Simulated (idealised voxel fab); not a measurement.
process module | voxel local oxidation
cross-section cut | 170 nm wide | cells 5 nm
A cross-section is a grid of square cells, given in bands from the top down. A band is one or more rows of cells.
Each band's line starts with the height of the band's top and of its bottom, in nm. Then come its materials from left to right, each with its width in nm. One material with "throughout" fills the band from edge to edge. "air" is empty space.
Height 0 is the level under which the wafer as received is all one material. The lowest band goes on downwards, as in "0 down".
A width such as "30 to 40" changes by the same amount from each row of cells to the next, from the band's top row to its bottom row.
"no change" after a step means that no cell of the cross-section changed.
closed voids: empty space of 8 cells or more with no open way to the top, each as width x height at its distance from the left edge, in nm
after a step's settings: what the simulator itself notes on the step
overlay nm, on a step with a mask: how far to the right of its planned place the mask lay; to the left if negative
plan
1 op RECEIVE | material Si
2 op CONFORMAL_DEP | material SiO2 | thk nm 5
3 op CONFORMAL_DEP | material SiN | thk nm 15
4 op PATTERN | tone cover | mask id ACTIVE | material resist | width nm 120 | thk nm 15 | overlay nm 0
5 op DIRECTIONAL_ETCH | etch materials SiN | depth nm 15
6 op STRIP | etch materials resist
7 op SELECTIVE_ETCH | etch materials SiO2 | depth nm 5
8 op OXIDIZE | depth nm 15
9 op STRIP | etch materials SiN
first wafer, as planned
as received, after step 1
  0 down: Si throughout
  closed voids: none
after step 2
  5 to 0: SiO2 throughout
  below 0: unchanged
after step 3
  20 to 5: SiN throughout
  below 5: unchanged
after step 4
  35 to 20: air 25 | resist 120 | air 25
  below 20: unchanged
after step 5
  35 to 20: air 25 | resist 120 | air 25
  20 to 5: air 25 | SiN 120 | air 25
  below 5: unchanged
after step 6
  20 to 5: air 25 | SiN 120 | air 25
  below 5: unchanged
after step 7
  20 to 5: air 25 | SiN 120 | air 25
  5 to 0: air 30 | SiO2 110 | air 30
  below 0: unchanged
after step 8
  20 to 5: air 25 | SiN 120 | air 25
  5 to 0: air 30 | SiO2 110 | air 30
  0 to -15: SiO2 45 | Si 80 | SiO2 45
  below -15: unchanged
after step 9
  5 to 0: air 30 | SiO2 110 | air 30
  below 0: unchanged
second wafer: like start, like plan, one mistake. Through step 3 it matches the first wafer
when step 4 should have ended
  35 to 20: air 20 | resist 120 | air 30
  below 20: unchanged
when step 5 should have ended
  35 to 20: air 20 | resist 120 | air 30
  20 to 5: air 20 | SiN 120 | air 30
  below 5: unchanged
when step 6 should have ended
  20 to 5: air 20 | SiN 120 | air 30
  below 5: unchanged
when step 7 should have ended
  20 to 5: air 20 | SiN 120 | air 30
  5 to 0: air 25 | SiO2 110 | air 35
  below 0: unchanged
when step 8 should have ended
  20 to 5: air 20 | SiN 120 | air 30
  5 to 0: air 25 | SiO2 110 | air 35
  0 to -15: SiO2 40 | Si 80 | SiO2 50
  below -15: unchanged
when step 9 should have ended
  5 to 0: air 25 | SiO2 110 | air 35
  below 0: unchanged
what went wrong: step 4 ran as: op PATTERN | tone cover | mask id ACTIVE | material resist | width nm 120 | thk nm 15 | overlay nm -5
at the end the second wafer has, in cells: as many of each material as the first, in other places
